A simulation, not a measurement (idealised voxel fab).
Process module heading - voxel wiring stack
In the cross-section labelled cut, the width is 300 nm and each square cell is 5 nm.
In what follows, cross-sections appear as grids of square cells, described through bands that run from the top down, where every band is one or more rows of cells. A band entry consists of two parts. The first gives the height of the band's top and the height of its bottom, in nm. The rest lists the band's materials from left to right, each with its width in nm. A single material labelled with the word "everywhere" fills the band from edge to edge, and the word "air" marks empty space. Note: height 0 marks the level under which the wafer is uniformly one material as received. Lowest band unbounded below, written "z 0 and below". A two-number width, for instance "30 to 40", indicates that the width is equal to the first number in the top row of the band and to the second number in the bottom row, and that it changes by a constant amount per row of cells. A step reported as "changes: none" is a step in which no cell of the cross-section changed. "Cavities, sealed" contains a list of empty spaces, each no smaller than 8 cells and without an open way to the top, written in the form width x height at distance with the distance from the left edge and all three in nm. It should be noted that, on the line of a given step, the content following the step's settings is a remark produced by the simulator itself with respect to that step. The optional step-line setting "overlay nm" applies to steps with a mask and quantifies how far to the right of its planned location the mask lay, a negative value indicating leftward placement.
Planned step list for the process
1,RECEIVE (material Si)
2,CONFORMAL_DEP (material SiO2; thk nm 15)
3,CONFORMAL_DEP (material SiCN; thk nm 5)
4,DIRECTIONAL_DEP (material lowk; thk nm 15)
5,DIRECTIONAL_DEP (material aC; thk nm 10)
6,PATTERN (tone open; mask id METAL_1; material resist; width nm 25; pitch nm 40; thk nm 30; overlay nm 0)
7,DIRECTIONAL_ETCH (etch materials aC; depth nm 10)
8,STRIP (etch materials resist)
9,DIRECTIONAL_ETCH (etch materials lowk; depth nm 15)
10,DIRECTIONAL_ETCH (etch materials SiCN; depth nm 5)
11,STRIP (etch materials aC)
12,CONFORMAL_DEP (material TiN; thk nm 5)
13,FILL_DEP (material Ru; thk nm 10)
14,CMP (height nm 35)
15,EPI (material Ru; thk nm 5)
16,FILL_DEP (material SiCN; thk nm 5)
17,DIRECTIONAL_DEP (material lowk; thk nm 15)
18,DIRECTIONAL_DEP (material aC; thk nm 10)
19,PATTERN (tone open; mask id PLUG_1; material resist; width nm 15; pitch nm 40; thk nm 25; overlay nm 0)
20,DIRECTIONAL_ETCH (etch materials aC; depth nm 10)
21,STRIP (etch materials resist)
22,DIRECTIONAL_ETCH (etch materials lowk; depth nm 15)
23,DIRECTIONAL_ETCH (etch materials SiCN; depth nm 5)
24,STRIP (etch materials aC)
25,EPI (material Ru; thk nm 10)
26,EPI (material Ru; thk nm 10)
27,DIRECTIONAL_DEP (material TiN; thk nm 5)
28,DIRECTIONAL_DEP (material W; thk nm 20)
29,PATTERN (tone cover; mask id METAL_2; material resist; width nm 25; pitch nm 40; thk nm 15; overlay nm 0)
30,DIRECTIONAL_ETCH (etch materials W; depth nm 20)
31,DIRECTIONAL_ETCH (etch materials TiN; depth nm 5)
32,STRIP (etch materials resist)
33,FILL_DEP (material SiO2; thk nm 5)
34,CMP (height nm 85)
35,CONFORMAL_DEP (material SiCN; thk nm 5)
36,DIRECTIONAL_DEP (material SiO2; thk nm 35)
37,DIRECTIONAL_DEP (material aC; thk nm 15)
38,PATTERN (tone open; mask id METAL_3; material resist; width nm 25; pitch nm 40; thk nm 35; overlay nm 0)
39,DIRECTIONAL_ETCH (etch materials aC; depth nm 15)
40,STRIP (etch materials resist)
41,DIRECTIONAL_ETCH (etch materials SiO2; depth nm 20)
42,STRIP (etch materials aC)
43,PATTERN (tone open; mask id METAL_3_HOLES; material resist; width nm 15; thk nm 15; overlay nm 0)
44,DIRECTIONAL_ETCH (etch materials SiO2; depth nm 15)
45,DIRECTIONAL_ETCH (etch materials SiCN; depth nm 5)
46,STRIP (etch materials resist)
47,CONFORMAL_DEP (material TiN; thk nm 5)
48,FILL_DEP (material Ru; thk nm 10)
49,CMP (height nm 125)
50,CONFORMAL_DEP (material SiCN; thk nm 5)
51,DIRECTIONAL_DEP (material lowk; thk nm 25)
52,PATTERN (tone open; mask id METAL_4_HOLES; material resist; width nm 15; pitch nm 40; thk nm 20; overlay nm 0)
53,DIRECTIONAL_ETCH (etch materials lowk; depth nm 25)
54,STRIP (etch materials resist)
55,PATTERN (tone open; mask id METAL_4; material resist; width nm 25; pitch nm 40; thk nm 20; overlay nm 0)
56,DIRECTIONAL_ETCH (etch materials lowk; depth nm 15)
57,DIRECTIONAL_ETCH (etch materials SiCN; depth nm 5)
58,STRIP (etch materials resist)
59,CONFORMAL_DEP (material TiN; thk nm 5)
60,FILL_DEP (material Cu; thk nm 5)
61,CMP (height nm 155)
62,CONFORMAL_DEP (material SiCN; thk nm 5)
Cross-section of the wafer as it came to us, i.e., already through step 1
z 0 and below | Si everywhere
Cavities, sealed: none
Starting structure and process plan are as shown above, but one mistake was made in running the module; the wafer cross-section at the end of the module follows
z 160 to 155 | SiCN everywhere
z 155 to 145 | lowk: 115, TiN: 5, Cu: 15, TiN: 5, lowk: 15, TiN: 5, Cu: 15, TiN: 5, lowk: 120
z 145 to 135 | lowk: 115, TiN: 5, Cu: 5, TiN: 15 to 5, lowk: 15 to 25, TiN: 5, Cu: 5, TiN: 15 to 5, lowk: 120 to 130
z 135 to 130 | lowk: 115, TiN: 15, lowk: 25, TiN: 15, lowk: 130
z 130 to 125 | Cu everywhere
z 125 to 110 | SiO2: 115, TiN: 5, Ru: 15, TiN: 5, SiO2: 15, TiN: 5, Ru: 15, TiN: 5, SiO2: 120
z 110 to 105 | SiO2: 115, TiN: 5, Ru: 5, TiN: 15, SiO2: 15, TiN: 25, SiO2: 120
z 105 to 90 | SiO2: 115, TiN: 5, Ru: 5, TiN: 5, SiO2: 170
z 90 to 85 | SiCN: 115, TiN: 15, SiCN: 170
z 85 to 65 | SiO2: 115, W: 25, SiO2: 15, W: 25, SiO2: 120
z 65 to 60 | SiO2: 115, TiN: 25, SiO2: 15, TiN: 25, SiO2: 120
z 60 to 45 | lowk: 115, Ru: 15, lowk: 25, Ru: 15, lowk: 130
z 45 to 35 | SiCN: 115 to 110, Ru: 15 to 35, SiCN: 25 to 5, Ru: 15 to 35, SiCN: 130 to 115
z 35 to 20 | lowk: 115, TiN: 5, Ru: 15, TiN: 5, lowk: 15, TiN: 5, Ru: 15, TiN: 5, lowk: 120
z 20 to 15 | SiCN: 115, TiN: 25, SiCN: 15, TiN: 25, SiCN: 120
z 15 to 0 | SiO2 everywhere
z 0 and below | Si everywhere
Cavities, sealed: none
Nonconformance to the process plan: step 50 deviated from plan and actually ran as CONFORMAL_DEP (material Cu; thk nm 5)
